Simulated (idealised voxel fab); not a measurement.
Process module name: voxel gate over fins
Cross-section cut: width 275 nm, square cells of 5 nm.
In this document a cross-section is written as a grid of square cells. It is given as a series of bands, listed from the top down, and a band is one or more rows of cells. First you get the band's top height and its bottom height, in nm, and then the materials it's made of, left to right, with each width in nm. If you see a single material with "edge to edge", that one covers the band edge to edge. "empty" is empty space. Where do heights start? At 0: under that level the wafer as delivered is made of one material only. And the lowest band has no floor; it just carries on downward, as in "0..down". Quick explanation for "30..40": the width changes in equal steps down the rows of cells, from the first number in the band's top row to the second number in its bottom row. Step marked "nothing altered"? Then no cell in the cross-section changed in it. For the entry "Unvented cavities", the listed items are empty spaces with no open way to the top whose size is 8 cells or more; each item follows the pattern width x height at distance, where distance is from the left edge and all three are in nm. Step line, after settings: the simulator's comment on this step. Among the settings permitted on a step's line is "overlay nm"; applied to a step with a mask, it specifies the extent to which the mask lay to the right of its planned position, whereas a negative figure signifies a position to the left.
# Process steps (planned)
step 1: RECEIVE,material Si
step 2: CONFORMAL_DEP,material SiN,thk nm 10
step 3: PATTERN,tone cover,mask id FINS,material resist,width nm 15,pitch nm 60,thk nm 15,overlay nm 0
step 4: DIRECTIONAL_ETCH,etch materials SiN,depth nm 10
step 5: DIRECTIONAL_ETCH,etch materials Si,depth nm 30
step 6: STRIP,etch materials resist
step 7: OXIDIZE,depth nm 5
step 8: FILL_DEP,material SiO2,thk nm 5
step 9: CMP,height nm 10
step 10: MASKED_ETCH,tone open,mask id RAIL,width nm 15,etch materials SiO2,depth nm 35,overlay nm 0
step 11: CONFORMAL_DEP,material TiN,thk nm 5
step 12: FILL_DEP,material W,thk nm 5
step 13: CMP,height nm 10
step 14: SELECTIVE_ETCH,etch materials W Ru TiN,depth nm 30
step 15: FILL_DEP,material SiO2,thk nm 5
step 16: CMP,height nm 10
step 17: SELECTIVE_ETCH,etch materials SiO2,depth nm 25
step 18: STRIP,etch materials SiN
step 19: CONFORMAL_DEP,material HfO2,thk nm 5
step 20: CONFORMAL_DEP,material TiN,thk nm 5
step 21: CONFORMAL_DEP,material TiAl,thk nm 5
step 22: CONFORMAL_DEP,material TiN,thk nm 5
step 23: FILL_DEP,material W,thk nm 15
step 24: CMP,height nm 30
step 25: CONFORMAL_DEP,material SiCN,thk nm 5
# Account of the first of two wafers, which was processed as intended
# The cross-section here shows the wafer as received, i.e. in its state after step 1
- 0..down  Si edge to edge
- Unvented cavities: none
# Presented here is a cross-section of the wafer after step 2 has been performed
- 10..0  SiN edge to edge
- Whatever lies below 0 is exactly as it was before.
# Presented here is a cross-section of the wafer after step 3 has been performed
- 25..10  70 empty / 15 resist / 45 empty / 15 resist / 45 empty / 15 resist / 70 empty
- Whatever lies below 10 is exactly as it was before.
# Presented here is a cross-section of the wafer after step 4 has been performed
- 25..10  70 empty / 15 resist / 45 empty / 15 resist / 45 empty / 15 resist / 70 empty
- 10..0  70 empty / 15 SiN / 45 empty / 15 SiN / 45 empty / 15 SiN / 70 empty
- Whatever lies below 0 is exactly as it was before.
# Presented here is a cross-section of the wafer after step 5 has been performed
- 25..10  70 empty / 15 resist / 45 empty / 15 resist / 45 empty / 15 resist / 70 empty
- 10..0  70 empty / 15 SiN / 45 empty / 15 SiN / 45 empty / 15 SiN / 70 empty
- 0..-30  70 empty / 15 Si / 45 empty / 15 Si / 45 empty / 15 Si / 70 empty
- Whatever lies below -30 is exactly as it was before.
# Presented here is a cross-section of the wafer after step 6 has been performed
- 10..0  70 empty / 15 SiN / 45 empty / 15 SiN / 45 empty / 15 SiN / 70 empty
- Whatever lies below 0 is exactly as it was before.
# Presented here is a cross-section of the wafer after step 7 has been performed
- 10..0  70 empty / 15 SiN / 45 empty / 15 SiN / 45 empty / 15 SiN / 70 empty
- 0..-30  70 empty / 5 SiO2 / 5 Si / 5 SiO2 / 45 empty / 5 SiO2 / 5 Si / 5 SiO2 / 45 empty / 5 SiO2 / 5 Si / 5 SiO2 / 70 empty
- -30..-35  75 SiO2 / 5 Si / 55 SiO2 / 5 Si / 55 SiO2 / 5 Si / 75 SiO2
- Whatever lies below -35 is exactly as it was before.
# Presented here is a cross-section of the wafer after step 8 has been performed
- 15..10  SiO2 edge to edge
- 10..0  70 SiO2 / 15 SiN / 45 SiO2 / 15 SiN / 45 SiO2 / 15 SiN / 70 SiO2
- 0..-35  75 SiO2 / 5 Si / 55 SiO2 / 5 Si / 55 SiO2 / 5 Si / 75 SiO2
- Whatever lies below -35 is exactly as it was before.
# Presented here is a cross-section of the wafer after step 9 has been performed
- 10..0  70 SiO2 / 15 SiN / 45 SiO2 / 15 SiN / 45 SiO2 / 15 SiN / 70 SiO2
- Whatever lies below 0 is exactly as it was before.
# Presented here is a cross-section of the wafer after step 10 has been performed
- 10..0  70 SiO2 / 15 SiN / 15 SiO2 / 15 empty / 15 SiO2 / 15 SiN / 45 SiO2 / 15 SiN / 70 SiO2
- 0..-25  75 SiO2 / 5 Si / 20 SiO2 / 15 empty / 20 SiO2 / 5 Si / 55 SiO2 / 5 Si / 75 SiO2
- Whatever lies below -25 is exactly as it was before.
# Presented here is a cross-section of the wafer after step 11 has been performed
- 15..10  105 TiN / 5 empty / 165 TiN
- 10..0  70 SiO2 / 15 SiN / 15 SiO2 / 5 TiN / 5 empty / 5 TiN / 15 SiO2 / 15 SiN / 45 SiO2 / 15 SiN / 70 SiO2
- 0..-20  75 SiO2 / 5 Si / 20 SiO2 / 5 TiN / 5 empty / 5 TiN / 20 SiO2 / 5 Si / 55 SiO2 / 5 Si / 75 SiO2
- -20..-25  75 SiO2 / 5 Si / 20 SiO2 / 15 TiN / 20 SiO2 / 5 Si / 55 SiO2 / 5 Si / 75 SiO2
- Whatever lies below -25 is exactly as it was before.
# Presented here is a cross-section of the wafer after step 12 has been performed
- 20..15  W edge to edge
- 15..10  105 TiN / 5 W / 165 TiN
- 10..0  70 SiO2 / 15 SiN / 15 SiO2 / 5 TiN / 5 W / 5 TiN / 15 SiO2 / 15 SiN / 45 SiO2 / 15 SiN / 70 SiO2
- 0..-20  75 SiO2 / 5 Si / 20 SiO2 / 5 TiN / 5 W / 5 TiN / 20 SiO2 / 5 Si / 55 SiO2 / 5 Si / 75 SiO2
- Whatever lies below -20 is exactly as it was before.
# Presented here is a cross-section of the wafer after step 13 has been performed
- 10..0  70 SiO2 / 15 SiN / 15 SiO2 / 5 TiN / 5 W / 5 TiN / 15 SiO2 / 15 SiN / 45 SiO2 / 15 SiN / 70 SiO2
- Whatever lies below 0 is exactly as it was before.
# Presented here is a cross-section of the wafer after step 14 has been performed
- 10..0  70 SiO2 / 15 SiN / 15 SiO2 / 15 empty / 15 SiO2 / 15 SiN / 45 SiO2 / 15 SiN / 70 SiO2
- 0..-20  75 SiO2 / 5 Si / 20 SiO2 / 15 empty / 20 SiO2 / 5 Si / 55 SiO2 / 5 Si / 75 SiO2
- Whatever lies below -20 is exactly as it was before.
# Presented here is a cross-section of the wafer after step 15 has been performed
- 15..10  SiO2 edge to edge
- 10..0  70 SiO2 / 15 SiN / 45 SiO2 / 15 SiN / 45 SiO2 / 15 SiN / 70 SiO2
- 0..-20  75 SiO2 / 5 Si / 55 SiO2 / 5 Si / 55 SiO2 / 5 Si / 75 SiO2
- Whatever lies below -20 is exactly as it was before.
# Presented here is a cross-section of the wafer after step 16 has been performed
- 10..0  70 SiO2 / 15 SiN / 45 SiO2 / 15 SiN / 45 SiO2 / 15 SiN / 70 SiO2
- Whatever lies below 0 is exactly as it was before.
# Presented here is a cross-section of the wafer after step 17 has been performed
- 10..0  70 empty / 15 SiN / 45 empty / 15 SiN / 45 empty / 15 SiN / 70 empty
- 0..-15  75 empty / 5 Si / 55 empty / 5 Si / 55 empty / 5 Si / 75 empty
- Whatever lies below -15 is exactly as it was before.
# Presented here is a cross-section of the wafer after step 18 has been performed
- 0..-15  75 empty / 5 Si / 55 empty / 5 Si / 55 empty / 5 Si / 75 empty
- Whatever lies below -15 is exactly as it was before.
# Presented here is a cross-section of the wafer after step 19 has been performed
- 5..0  70 empty / 15 HfO2 / 45 empty / 15 HfO2 / 45 empty / 15 HfO2 / 70 empty
- 0..-10  70 empty / 5 HfO2 / 5 Si / 5 HfO2 / 45 empty / 5 HfO2 / 5 Si / 5 HfO2 / 45 empty / 5 HfO2 / 5 Si / 5 HfO2 / 70 empty
- -10..-15  75 HfO2 / 5 Si / 55 HfO2 / 5 Si / 55 HfO2 / 5 Si / 75 HfO2
- Whatever lies below -15 is exactly as it was before.
# Presented here is a cross-section of the wafer after step 20 has been performed
- 10..5  65 empty / 25 TiN / 35 empty / 25 TiN / 35 empty / 25 TiN / 65 empty
- 5..0  65 empty / 5 TiN / 15 HfO2 / 5 TiN / 35 empty / 5 TiN / 15 HfO2 / 5 TiN / 35 empty / 5 TiN / 15 HfO2 / 5 TiN / 65 empty
- 0..-5  65 empty / 5 TiN / 5 HfO2 / 5 Si / 5 HfO2 / 5 TiN / 35 empty / 5 TiN / 5 HfO2 / 5 Si / 5 HfO2 / 5 TiN / 35 empty / 5 TiN / 5 HfO2 / 5 Si / 5 HfO2 / 5 TiN / 65 empty
- -5..-10  70 TiN / 5 HfO2 / 5 Si / 5 HfO2 / 45 TiN / 5 HfO2 / 5 Si / 5 HfO2 / 45 TiN / 5 HfO2 / 5 Si / 5 HfO2 / 70 TiN
- Whatever lies below -10 is exactly as it was before.
# Presented here is a cross-section of the wafer after step 21 has been performed
- 15..10  60 empty / 35 TiAl / 25 empty / 35 TiAl / 25 empty / 35 TiAl / 60 empty
- 10..5  60 empty / 5 TiAl / 25 TiN / 5 TiAl / 25 empty / 5 TiAl / 25 TiN / 5 TiAl / 25 empty / 5 TiAl / 25 TiN / 5 TiAl / 60 empty
- 5..0  60 empty / 5 TiAl / 5 TiN / 15 HfO2 / 5 TiN / 5 TiAl / 25 empty / 5 TiAl / 5 TiN / 15 HfO2 / 5 TiN / 5 TiAl / 25 empty / 5 TiAl / 5 TiN / 15 HfO2 / 5 TiN / 5 TiAl / 60 empty
- 0..-5  65 TiAl / 5 TiN / 5 HfO2 / 5 Si / 5 HfO2 / 5 TiN / 35 TiAl / 5 TiN / 5 HfO2 / 5 Si / 5 HfO2 / 5 TiN / 35 TiAl / 5 TiN / 5 HfO2 / 5 Si / 5 HfO2 / 5 TiN / 65 TiAl
- Whatever lies below -5 is exactly as it was before.
# Presented here is a cross-section of the wafer after step 22 has been performed
- 20..15  55 empty / 45 TiN / 15 empty / 45 TiN / 15 empty / 45 TiN / 55 empty
- 15..10  55 empty / 5 TiN / 35 TiAl / 5 TiN / 15 empty / 5 TiN / 35 TiAl / 5 TiN / 15 empty / 5 TiN / 35 TiAl / 5 TiN / 55 empty
- 10..5  55 empty / 5 TiN / 5 TiAl / 25 TiN / 5 TiAl / 5 TiN / 15 empty / 5 TiN / 5 TiAl / 25 TiN / 5 TiAl / 5 TiN / 15 empty / 5 TiN / 5 TiAl / 25 TiN / 5 TiAl / 5 TiN / 55 empty
- 5..0  60 TiN / 5 TiAl / 5 TiN / 15 HfO2 / 5 TiN / 5 TiAl / 25 TiN / 5 TiAl / 5 TiN / 15 HfO2 / 5 TiN / 5 TiAl / 25 TiN / 5 TiAl / 5 TiN / 15 HfO2 / 5 TiN / 5 TiAl / 60 TiN
- Whatever lies below 0 is exactly as it was before.
# Presented here is a cross-section of the wafer after step 23 has been performed
- 35..20  W edge to edge
- 20..15  55 W / 45 TiN / 15 W / 45 TiN / 15 W / 45 TiN / 55 W
- 15..10  55 W / 5 TiN / 35 TiAl / 5 TiN / 15 W / 5 TiN / 35 TiAl / 5 TiN / 15 W / 5 TiN / 35 TiAl / 5 TiN / 55 W
- 10..5  55 W / 5 TiN / 5 TiAl / 25 TiN / 5 TiAl / 5 TiN / 15 W / 5 TiN / 5 TiAl / 25 TiN / 5 TiAl / 5 TiN / 15 W / 5 TiN / 5 TiAl / 25 TiN / 5 TiAl / 5 TiN / 55 W
- Whatever lies below 5 is exactly as it was before.
# Presented here is a cross-section of the wafer after step 24 has been performed
- 30..20  W edge to edge
- Whatever lies below 20 is exactly as it was before.
# Presented here is a cross-section of the wafer after step 25 has been performed
- 35..30  SiCN edge to edge
- Whatever lies below 30 is exactly as it was before.
# For the second wafer, take the first wafer's start and plan, then add one mistake made in running it; everything through step 14, that step included, is shared with the first
# Cross-section of the second wafer at the time step 15 of the plan should have ended
- 15..10  HfO2 edge to edge
- 10..0  70 SiO2 / 15 SiN / 15 SiO2 / 15 HfO2 / 15 SiO2 / 15 SiN / 45 SiO2 / 15 SiN / 70 SiO2
- 0..-20  75 SiO2 / 5 Si / 20 SiO2 / 15 HfO2 / 20 SiO2 / 5 Si / 55 SiO2 / 5 Si / 75 SiO2
- Whatever lies below -20 is exactly as it was before.
# Cross-section of the second wafer at the time step 16 of the plan should have ended
- 10..0  70 SiO2 / 15 SiN / 15 SiO2 / 15 HfO2 / 15 SiO2 / 15 SiN / 45 SiO2 / 15 SiN / 70 SiO2
- Whatever lies below 0 is exactly as it was before.
# Cross-section of the second wafer at the time step 17 of the plan should have ended
- 10..0  70 empty / 15 SiN / 15 empty / 15 HfO2 / 15 empty / 15 SiN / 45 empty / 15 SiN / 70 empty
- 0..-15  75 empty / 5 Si / 20 empty / 15 HfO2 / 20 empty / 5 Si / 55 empty / 5 Si / 75 empty
- Whatever lies below -15 is exactly as it was before.
# Cross-section of the second wafer at the time step 18 of the plan should have ended
- 10..0  100 empty / 15 HfO2 / 160 empty
- Whatever lies below 0 is exactly as it was before.
# Cross-section of the second wafer at the time step 19 of the plan should have ended
- 15..5  95 empty / 25 HfO2 / 155 empty
- 5..0  70 empty / 15 HfO2 / 10 empty / 25 HfO2 / 10 empty / 15 HfO2 / 45 empty / 15 HfO2 / 70 empty
- 0..-10  70 empty / 5 HfO2 / 5 Si / 5 HfO2 / 10 empty / 25 HfO2 / 10 empty / 5 HfO2 / 5 Si / 5 HfO2 / 45 empty / 5 HfO2 / 5 Si / 5 HfO2 / 70 empty
- -10..-15  75 HfO2 / 5 Si / 55 HfO2 / 5 Si / 55 HfO2 / 5 Si / 75 HfO2
- Whatever lies below -15 is exactly as it was before.
# Cross-section of the second wafer at the time step 20 of the plan should have ended
- 20..15  90 empty / 35 TiN / 150 empty
- 15..10  90 empty / 5 TiN / 25 HfO2 / 5 TiN / 150 empty
- 10..5  65 empty / 30 TiN / 25 HfO2 / 30 TiN / 35 empty / 25 TiN / 65 empty
- 5..0  65 empty / 5 TiN / 15 HfO2 / 10 TiN / 25 HfO2 / 10 TiN / 15 HfO2 / 5 TiN / 35 empty / 5 TiN / 15 HfO2 / 5 TiN / 65 empty
- 0..-5  65 empty / 5 TiN / 5 HfO2 / 5 Si / 5 HfO2 / 10 TiN / 25 HfO2 / 10 TiN / 5 HfO2 / 5 Si / 5 HfO2 / 5 TiN / 35 empty / 5 TiN / 5 HfO2 / 5 Si / 5 HfO2 / 5 TiN / 65 empty
- -5..-10  70 TiN / 5 HfO2 / 5 Si / 5 HfO2 / 10 TiN / 25 HfO2 / 10 TiN / 5 HfO2 / 5 Si / 5 HfO2 / 45 TiN / 5 HfO2 / 5 Si / 5 HfO2 / 70 TiN
- Whatever lies below -10 is exactly as it was before.
# Cross-section of the second wafer at the time step 21 of the plan should have ended
- 25..20  85 empty / 45 TiAl / 145 empty
- 20..15  85 empty / 5 TiAl / 35 TiN / 5 TiAl / 145 empty
- 15..10  60 empty / 30 TiAl / 5 TiN / 25 HfO2 / 5 TiN / 30 TiAl / 25 empty / 35 TiAl / 60 empty
- 10..5  60 empty / 5 TiAl / 30 TiN / 25 HfO2 / 30 TiN / 5 TiAl / 25 empty / 5 TiAl / 25 TiN / 5 TiAl / 60 empty
- 5..0  60 empty / 5 TiAl / 5 TiN / 15 HfO2 / 10 TiN / 25 HfO2 / 10 TiN / 15 HfO2 / 5 TiN / 5 TiAl / 25 empty / 5 TiAl / 5 TiN / 15 HfO2 / 5 TiN / 5 TiAl / 60 empty
- 0..-5  65 TiAl / 5 TiN / 5 HfO2 / 5 Si / 5 HfO2 / 10 TiN / 25 HfO2 / 10 TiN / 5 HfO2 / 5 Si / 5 HfO2 / 5 TiN / 35 TiAl / 5 TiN / 5 HfO2 / 5 Si / 5 HfO2 / 5 TiN / 65 TiAl
- Whatever lies below -5 is exactly as it was before.
# Cross-section of the second wafer at the time step 22 of the plan should have ended
- 30..25  80 empty / 55 TiN / 140 empty
- 25..20  80 empty / 5 TiN / 45 TiAl / 5 TiN / 140 empty
- 20..15  55 empty / 30 TiN / 5 TiAl / 35 TiN / 5 TiAl / 30 TiN / 15 empty / 45 TiN / 55 empty
- 15..10  55 empty / 5 TiN / 30 TiAl / 5 TiN / 25 HfO2 / 5 TiN / 30 TiAl / 5 TiN / 15 empty / 5 TiN / 35 TiAl / 5 TiN / 55 empty
- 10..5  55 empty / 5 TiN / 5 TiAl / 30 TiN / 25 HfO2 / 30 TiN / 5 TiAl / 5 TiN / 15 empty / 5 TiN / 5 TiAl / 25 TiN / 5 TiAl / 5 TiN / 55 empty
- 5..0  60 TiN / 5 TiAl / 5 TiN / 15 HfO2 / 10 TiN / 25 HfO2 / 10 TiN / 15 HfO2 / 5 TiN / 5 TiAl / 25 TiN / 5 TiAl / 5 TiN / 15 HfO2 / 5 TiN / 5 TiAl / 60 TiN
- Whatever lies below 0 is exactly as it was before.
# Cross-section of the second wafer at the time step 23 of the plan should have ended
- 45..30  W edge to edge
- 30..25  80 W / 55 TiN / 140 W
- 25..20  80 W / 5 TiN / 45 TiAl / 5 TiN / 140 W
- 20..15  55 W / 30 TiN / 5 TiAl / 35 TiN / 5 TiAl / 30 TiN / 15 W / 45 TiN / 55 W
- 15..10  55 W / 5 TiN / 30 TiAl / 5 TiN / 25 HfO2 / 5 TiN / 30 TiAl / 5 TiN / 15 W / 5 TiN / 35 TiAl / 5 TiN / 55 W
- 10..5  55 W / 5 TiN / 5 TiAl / 30 TiN / 25 HfO2 / 30 TiN / 5 TiAl / 5 TiN / 15 W / 5 TiN / 5 TiAl / 25 TiN / 5 TiAl / 5 TiN / 55 W
- Whatever lies below 5 is exactly as it was before.
# Cross-section of the second wafer at the time step 24 of the plan should have ended
- 30..25  80 W / 55 TiN / 140 W
- Whatever lies below 25 is exactly as it was before.
# Cross-section of the second wafer at the time step 25 of the plan should have ended
- 35..30  SiCN edge to edge
- Whatever lies below 30 is exactly as it was before.
It is concluded that the wafer was processed incorrectly with respect to the plan, in that off-plan run, step 15, actual operation and settings FILL_DEP,material HfO2,thk nm 5
Upon completion, the second wafer contains, in terms of cells, a greater or smaller amount of certain materials than the first wafer: +28 HfO2; -3 SiO2; -2 TiAl; +8 TiN; -31 W
